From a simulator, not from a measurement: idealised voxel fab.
Presented below is a process module, voxel gate over fins.
Square cells of 5 nm make up the cross-section cut, whose width is 290 nm.
Just so we're on the same page, the cross-sections are grids of square cells, and they're listed out in bands top to bottom, each band one or more rows deep. For a band, the entry starts with two heights in nm, that of the top and then that of the bottom, and carries on with the band's materials in order from left to right, each alongside its width in nm; the word "full width" beside a single material means it fills the band edge to edge, and "air" means empty space. Heights are measured from 0, the level below which the as-received wafer is all one material; the lowest band has no bottom and continues downward, written as in "from 0 down". Width "30->40": first value at the band's top row of cells, second value at its bottom row, equal change from row to row. "remained unchanged" (step): cross-section cells unchanged, all of them. "Entrapped void list": empty spaces of 8 cells or more with no open way to the top, each given as width x height at distance, distance from the left edge, all in nm. Where a step's line continues beyond its settings, the continuation is a remark by the simulator itself on that step. The "overlay nm" setting may appear on a step's line; for a step that uses a mask, it gives how far to the right of its planned position the mask lay, and a negative value indicates the left.
THE FOLLOWING LIST GIVES THE PLANNED PROCESS STEPS
1 op RECEIVE | material Si
2 op CONFORMAL_DEP | material SiN | thk nm 10
3 op MASKED_ETCH | tone cover | mask id FINS | width nm 15 | pitch nm 40 | etch materials SiN | depth nm 10 | overlay nm 0
4 op MASKED_ETCH | tone cover | mask id FINS | width nm 15 | pitch nm 40 | etch materials Si | depth nm 30 | overlay nm 0
5 op FILL_DEP | material SiO2 | thk nm 5
6 op CMP | height nm 10
7 op SELECTIVE_ETCH | etch materials SiO2 | depth nm 25
8 op STRIP | etch materials SiN
9 op CONFORMAL_DEP | material HfO2 | thk nm 5
10 op CONFORMAL_DEP | material TiN | thk nm 5
11 op CONFORMAL_DEP | material TiAl | thk nm 5
12 op CONFORMAL_DEP | material TiN | thk nm 5
13 op FILL_DEP | material W | thk nm 10
14 op CMP | height nm 25
15 op CONFORMAL_DEP | material SiCN | thk nm 10
CROSS-SECTIONAL VIEW OF THE WAFER IN ITS AS-RECEIVED CONDITION, CORRESPONDING TO THE STATE AFTER STEP 1
* from 0 down  Si full width
* Entrapped void list: none
FIRST OF TWO WAFERS: CROSS-SECTION AT END OF MODULE, RUN PER PLAN
* from 35 to 25  SiCN full width
* from 25 to 20  W full width
* from 20 to 15  95 nm W / 95 nm TiN / 100 nm W
* from 15 to 10  95 nm W / 5 nm TiN / 85 nm TiAl / 5 nm TiN / 100 nm W
* from 10 to 5  95 nm W / 5 nm TiN / 5 nm TiAl / 35 nm TiN / 5 nm TiAl / 35 nm TiN / 5 nm TiAl / 5 nm TiN / 100 nm W
* from 5 to 0  100 nm TiN / 5 nm TiAl / 5 nm TiN / 25 nm HfO2 / 5 nm TiN / 5 nm TiAl / 5 nm TiN / 25 nm HfO2 / 5 nm TiN / 5 nm TiAl / 105 nm TiN
* from 0 to -5  105 nm TiAl / 5 nm TiN / 5 nm HfO2 / 15 nm Si / 5 nm HfO2 / 5 nm TiN / 5 nm TiAl / 5 nm TiN / 5 nm HfO2 / 15 nm Si / 5 nm HfO2 / 5 nm TiN / 110 nm TiAl
* from -5 to -10  110 nm TiN / 5 nm HfO2 / 15 nm Si / 5 nm HfO2 / 15 nm TiN / 5 nm HfO2 / 15 nm Si / 5 nm HfO2 / 115 nm TiN
* from -10 to -15  115 nm HfO2 / 15 nm Si / 25 nm HfO2 / 15 nm Si / 120 nm HfO2
* from -15 to -30  115 nm SiO2 / 15 nm Si / 25 nm SiO2 / 15 nm Si / 120 nm SiO2
* from -30 down  Si full width
* Entrapped void list: none
CROSS-SECTION, WAFER TWO OF TWO, END OF MODULE: SAME START AND PLAN AS WAFER ONE, ONE ERROR IN EXECUTION
* from 35 to 25  SiCN full width
* from 25 to 20  W full width
* from 20 to 15  95 nm W / 95 nm TiN / 100 nm W
* from 15 to 10  100 nm TiN / 85 nm TiAl / 105 nm TiN
* from 10 to 5  105 nm TiAl / 35 nm TiN / 5 nm TiAl / 35 nm TiN / 110 nm TiAl
* from 5 to 0  110 nm TiN / 25 nm HfO2 / 15 nm TiN / 25 nm HfO2 / 115 nm TiN
* from 0 to -5  115 nm HfO2 / 15 nm Si / 25 nm HfO2 / 15 nm Si / 120 nm HfO2
* from -5 to -30  115 nm SiO2 / 15 nm Si / 25 nm SiO2 / 15 nm Si / 120 nm SiO2
* from -30 down  Si full width
* Entrapped void list: none
In executing the process, a mistake was made relative to the plan: step 7 went in with a setting other than planned; the actual run was op SELECTIVE_ETCH | etch materials SiO2 | depth nm 15
End check, counted in cells, second wafer has more or fewer of these materials than the first: 8 fewer of HfO2; 104 more of SiO2; 6 fewer of TiAl; 12 fewer of TiN; 78 fewer of W
